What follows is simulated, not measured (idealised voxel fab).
process module | voxel plated lines
cross-section cut | 240 nm wide | cells 5 nm
A cross-section is a grid of square cells, given in bands from the top down. A band is one or more rows of cells.
Each band's line starts with the height of the band's top and of its bottom, in nm. Then come its materials from left to right, each with its width in nm. One material with "throughout" fills the band from edge to edge. "air" is empty space.
Height 0 is the level under which the wafer as received is all one material. The lowest band goes on downwards, as in "0 down".
A width such as "30 to 40" changes by the same amount from each row of cells to the next, from the band's top row to its bottom row.
"no change" after a step means that no cell of the cross-section changed.
closed voids: empty space of 8 cells or more with no open way to the top, each as width x height at its distance from the left edge, in nm
after a step's settings: what the simulator itself notes on the step
overlay nm, on a step with a mask: how far to the right of its planned place the mask lay; to the left if negative
plan
1 op RECEIVE | material Si
2 op CONFORMAL_DEP | material Al2O3 | thk nm 10
3 op DIRECTIONAL_DEP | material TiN | thk nm 5
4 op PATTERN | tone open | mask id LINES | material resist | width nm 30 | pitch nm 60 | thk nm 30 | overlay nm 0
5 op EPI | material Ru | thk nm 10
6 op EPI | material Ru | thk nm 10
7 op STRIP | etch materials resist
8 op DIRECTIONAL_ETCH | etch materials TiN | depth nm 5
9 op CONFORMAL_DEP | material SiN | thk nm 5
first wafer, as planned
as received, after step 1
  0 down: Si throughout
  closed voids: none
after step 2
  10 to 0: Al2O3 throughout
  below 0: unchanged
after step 3
  15 to 10: TiN throughout
  below 10: unchanged
after step 4
  45 to 15: resist 15 | air 30 | resist 30 | air 30 | resist 30 | air 30 | resist 30 | air 30 | resist 15
  below 15: unchanged
after step 5
  45 to 25: resist 15 | air 30 | resist 30 | air 30 | resist 30 | air 30 | resist 30 | air 30 | resist 15
  25 to 15: resist 15 | Ru 30 | resist 30 | Ru 30 | resist 30 | Ru 30 | resist 30 | Ru 30 | resist 15
  below 15: unchanged
after step 6
  45 to 35: resist 15 | air 30 | resist 30 | air 30 | resist 30 | air 30 | resist 30 | air 30 | resist 15
  35 to 15: resist 15 | Ru 30 | resist 30 | Ru 30 | resist 30 | Ru 30 | resist 30 | Ru 30 | resist 15
  below 15: unchanged
after step 7
  35 to 15: air 15 | Ru 30 | air 30 | Ru 30 | air 30 | Ru 30 | air 30 | Ru 30 | air 15
  below 15: unchanged
after step 8
  35 to 15: air 15 | Ru 30 | air 30 | Ru 30 | air 30 | Ru 30 | air 30 | Ru 30 | air 15
  15 to 10: air 15 | TiN 30 | air 30 | TiN 30 | air 30 | TiN 30 | air 30 | TiN 30 | air 15
  below 10: unchanged
after step 9
  40 to 35: air 10 | SiN 40 | air 20 | SiN 40 | air 20 | SiN 40 | air 20 | SiN 40 | air 10
  35 to 15: air 10 | SiN 5 | Ru 30 | SiN 5 | air 20 | SiN 5 | Ru 30 | SiN 5 | air 20 | SiN 5 | Ru 30 | SiN 5 | air 20 | SiN 5 | Ru 30 | SiN 5 | air 10
  15 to 10: SiN 15 | TiN 30 | SiN 30 | TiN 30 | SiN 30 | TiN 30 | SiN 30 | TiN 30 | SiN 15
  below 10: unchanged
second wafer: like start, like plan, one mistake. Through step 1 it matches the first wafer
when step 2 should have ended
  5 to 0: Al2O3 throughout
  below 0: unchanged
when step 3 should have ended
  10 to 5: TiN throughout
  below 5: unchanged
when step 4 should have ended
  40 to 10: resist 15 | air 30 | resist 30 | air 30 | resist 30 | air 30 | resist 30 | air 30 | resist 15
  below 10: unchanged
when step 5 should have ended
  40 to 20: resist 15 | air 30 | resist 30 | air 30 | resist 30 | air 30 | resist 30 | air 30 | resist 15
  20 to 10: resist 15 | Ru 30 | resist 30 | Ru 30 | resist 30 | Ru 30 | resist 30 | Ru 30 | resist 15
  below 10: unchanged
when step 6 should have ended
  40 to 30: resist 15 | air 30 | resist 30 | air 30 | resist 30 | air 30 | resist 30 | air 30 | resist 15
  30 to 10: resist 15 | Ru 30 | resist 30 | Ru 30 | resist 30 | Ru 30 | resist 30 | Ru 30 | resist 15
  below 10: unchanged
when step 7 should have ended
  30 to 10: air 15 | Ru 30 | air 30 | Ru 30 | air 30 | Ru 30 | air 30 | Ru 30 | air 15
  below 10: unchanged
when step 8 should have ended
  30 to 10: air 15 | Ru 30 | air 30 | Ru 30 | air 30 | Ru 30 | air 30 | Ru 30 | air 15
  10 to 5: air 15 | TiN 30 | air 30 | TiN 30 | air 30 | TiN 30 | air 30 | TiN 30 | air 15
  below 5: unchanged
when step 9 should have ended
  35 to 30: air 10 | SiN 40 | air 20 | SiN 40 | air 20 | SiN 40 | air 20 | SiN 40 | air 10
  30 to 10: air 10 | SiN 5 | Ru 30 | SiN 5 | air 20 | SiN 5 | Ru 30 | SiN 5 | air 20 | SiN 5 | Ru 30 | SiN 5 | air 20 | SiN 5 | Ru 30 | SiN 5 | air 10
  10 to 5: SiN 15 | TiN 30 | SiN 30 | TiN 30 | SiN 30 | TiN 30 | SiN 30 | TiN 30 | SiN 15
  below 5: unchanged
what went wrong: step 2 ran as: op CONFORMAL_DEP | material Al2O3 | thk nm 5
at the end the second wafer has, in cells: 48 fewer of Al2O3
